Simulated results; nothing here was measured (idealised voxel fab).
A process module follows: voxel plated lines.
Shown is cross-section cut, with a width of 185 nm and square cells of size 5 nm.
A cross-section is written here as square cells arranged in a grid, and it is given in bands from the top down, each band taking up one or more rows of cells.
Band: top height; bottom height; in nm. Then, left to right: material with width in nm, for each material. "full width": a single material spanning edge to edge. "blank": empty space.
The level at which height equals 0 is the one under which the wafer, as it arrives, is entirely one material. No lower edge exists for the bottom band, which continues downward and is notated as in "0..down".
You'd read "30 to 40" like this: the band's top row of cells is as wide as the first number, its bottom row is as wide as the second, and going down, every row changes width by the same amount as the row before did.
Reading "no alterations made" for a step: not a cell of the cross-section changed in it.
Entry "Closed internal cavities" = empty spaces >= 8 cells with no open way to the top; each as width x height at distance, distance from left edge, all nm.
Post-settings text on a step line: simulator's own remark regarding the step.
"overlay nm", when on a step's line for a step with a mask, measures how far to the right of its planned place the mask lay; a negative measure means to the left.
### List of planned process steps
1) RECEIVE: material Si
2) CONFORMAL_DEP: material Al2O3, thk nm 15
3) DIRECTIONAL_DEP: material TiN, thk nm 5
4) PATTERN: tone open, mask id LINES, material resist, width nm 25, pitch nm 55, thk nm 30, overlay nm -15
5) EPI: material Ru, thk nm 5
6) EPI: material Ru, thk nm 10
7) STRIP: etch materials resist
8) DIRECTIONAL_ETCH: etch materials TiN, depth nm 5
9) CONFORMAL_DEP: material SiN, thk nm 10
For this document, wafers share an identical start and vary in the step 4 overlay nm; the plan quotes the first wafer's value.
### The as-received cross-section of the first of several wafers corresponds to the state after step 1
  0..down: Si full width
  Closed internal cavities: none
### Rows = wafers. At module end, each row lists per material the cells gained (+) or lost (-) since the wafer was received, then the closed voids
overlay nm -15; +111 Al2O3; +30 Ru; +106 SiN; +10 TiN; Closed internal cavities: none
overlay nm -10; +111 Al2O3; +30 Ru; +106 SiN; +10 TiN; Closed internal cavities: none
overlay nm -5; +111 Al2O3; +30 Ru; +106 SiN; +10 TiN; Closed internal cavities: none
overlay nm 0; +111 Al2O3; +30 Ru; +106 SiN; +10 TiN; Closed internal cavities: none
overlay nm 5; +111 Al2O3; +30 Ru; +106 SiN; +10 TiN; Closed internal cavities: none
overlay nm 10; +111 Al2O3; +30 Ru; +106 SiN; +10 TiN; Closed internal cavities: none
overlay nm 15; +111 Al2O3; +30 Ru; +106 SiN; +10 TiN; Closed internal cavities: none
